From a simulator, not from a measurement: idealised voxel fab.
Process module in this document: voxel gate over fins
285 nm wide, 5 nm square cells: that's cross-section cut.
Cross-sections here: square-cell grids, written as top-down lists of bands, a band being one or more rows of cells.
Heads up on the band format: heights come first, top then bottom, in nm. After that it's the materials left to right, each with its width in nm. A single material flagged "throughout" fills the whole band edge to edge, and "blank" means there's empty space there.
Height datum 0, below which the as-received substrate wafer is one material. Lowest band open at the bottom, running downward: "0 -> down".
Width: "30 to 40" (first number = top row, second number = bottom row, same change from row to row of cells).
"no modification" (step): cross-section cells unchanged, all of them.
What "Trapped voids" gives you is every empty space of 8 cells or more that is cut off from the top. Each appears as width x height at distance, with the distance taken from the left edge and width, height and distance all in nm.
Where a step's line continues beyond its settings, the continuation is a remark by the simulator itself on that step.
overlay nm: mask right of planned place by this much (step with mask). Neg. = left.
[Process steps - plan]
1,RECEIVE, material Si
2,CONFORMAL_DEP, material SiN, thk nm 5
3,MASKED_ETCH, tone cover, mask id FINS, width nm 15, pitch nm 60, etch materials SiN, depth nm 5, overlay nm 0
4,MASKED_ETCH, tone cover, mask id FINS, width nm 15, pitch nm 60, etch materials Si, depth nm 35, overlay nm 0
5,OXIDIZE, depth nm 5
6,FILL_DEP, material SiO2, thk nm 5
7,CMP, height nm 5
8,PATTERN, tone open, mask id RAIL, material resist, width nm 15, thk nm 20, overlay nm 0
9,DIRECTIONAL_ETCH, etch materials SiO2, depth nm 35
10,STRIP, etch materials resist
11,CONFORMAL_DEP, material TiN, thk nm 5
12,FILL_DEP, material W, thk nm 10
13,CMP, height nm 5
14,SELECTIVE_ETCH, etch materials W Ru TiN, depth nm 30
15,FILL_DEP, material SiO2, thk nm 5
16,CMP, height nm 5
17,SELECTIVE_ETCH, etch materials SiO2, depth nm 20
18,STRIP, etch materials SiN
19,CONFORMAL_DEP, material HfO2, thk nm 5
20,CONFORMAL_DEP, material TiN, thk nm 5
21,FILL_DEP, material W, thk nm 10
22,CMP, height nm 15
23,CONFORMAL_DEP, material SiN, thk nm 10
[Cross-sectional view of the wafer in its as-received condition, corresponding to the state after step 1]
> 0 -> down: Si throughout
> Trapped voids: none
[First of two wafers: cross-section at end of module, run per plan]
> 25 -> 15: SiN throughout
> 15 -> 10: W throughout
> 10 -> 5: W=40 | TiN=25 | W=35 | TiN=25 | W=35 | TiN=25 | W=35 | TiN=25 | W=40
> 5 -> 0: W=40 | TiN=5 | HfO2=15 | TiN=5 | W=35 | TiN=5 | HfO2=15 | TiN=5 | W=35 | TiN=5 | HfO2=15 | TiN=5 | W=35 | TiN=5 | HfO2=15 | TiN=5 | W=40
> 0 -> -5: W=40 | TiN=5 | HfO2=5 | Si=5 | HfO2=5 | TiN=5 | W=35 | TiN=5 | HfO2=5 | Si=5 | HfO2=5 | TiN=5 | W=35 | TiN=5 | HfO2=5 | Si=5 | HfO2=5 | TiN=5 | W=35 | TiN=5 | HfO2=5 | Si=5 | HfO2=5 | TiN=5 | W=40
> -5 -> -10: TiN=45 | HfO2=5 | Si=5 | HfO2=5 | TiN=45 | HfO2=5 | Si=5 | HfO2=5 | TiN=45 | HfO2=5 | Si=5 | HfO2=5 | TiN=45 | HfO2=5 | Si=5 | HfO2=5 | TiN=45
> -10 -> -15: HfO2=50 | Si=5 | HfO2=55 | Si=5 | HfO2=55 | Si=5 | HfO2=55 | Si=5 | HfO2=50
> -15 -> -25: SiO2=50 | Si=5 | SiO2=55 | Si=5 | SiO2=55 | Si=5 | SiO2=55 | Si=5 | SiO2=50
> -25 -> -30: SiO2=50 | Si=5 | SiO2=20 | TiN=15 | SiO2=20 | Si=5 | SiO2=55 | Si=5 | SiO2=55 | Si=5 | SiO2=50
> -30 -> -40: SiO2=50 | Si=5 | SiO2=55 | Si=5 | SiO2=55 | Si=5 | SiO2=55 | Si=5 | SiO2=50
> -40 -> down: Si throughout
> Trapped voids: none
[Module end: cross-section of wafer two of two. Same start and process plan as the first wafer. One mistake during execution]
> 25 -> 15: SiN throughout
> 15 -> 5: W throughout
> 5 -> 0: W=40 | TiN=25 | W=35 | TiN=25 | W=35 | TiN=25 | W=35 | TiN=25 | W=40
> 0 -> -5: W=40 | TiN=5 | HfO2=15 | TiN=5 | W=35 | TiN=5 | HfO2=15 | TiN=5 | W=35 | TiN=5 | HfO2=15 | TiN=5 | W=35 | TiN=5 | HfO2=15 | TiN=5 | W=40
> -5 -> -10: TiN=45 | HfO2=5 | Si=5 | HfO2=5 | TiN=45 | HfO2=5 | Si=5 | HfO2=5 | TiN=45 | HfO2=5 | Si=5 | HfO2=5 | TiN=45 | HfO2=5 | Si=5 | HfO2=5 | TiN=45
> -10 -> -15: HfO2=50 | Si=5 | HfO2=55 | Si=5 | HfO2=55 | Si=5 | HfO2=55 | Si=5 | HfO2=50
> -15 -> -25: SiO2=50 | Si=5 | SiO2=55 | Si=5 | SiO2=55 | Si=5 | SiO2=55 | Si=5 | SiO2=50
> -25 -> -30: SiO2=50 | Si=5 | SiO2=20 | TiN=15 | SiO2=20 | Si=5 | SiO2=55 | Si=5 | SiO2=55 | Si=5 | SiO2=50
> -30 -> -40: SiO2=50 | Si=5 | SiO2=55 | Si=5 | SiO2=55 | Si=5 | SiO2=55 | Si=5 | SiO2=50
> -40 -> down: Si throughout
> Trapped voids: none
What was done differently from what was planned? step 2 was left out
End of process, cell counts, second wafer against first, materials with more or fewer: 8 fewer of HfO2 | 4 fewer of Si | 8 fewer of TiN | 20 more of W
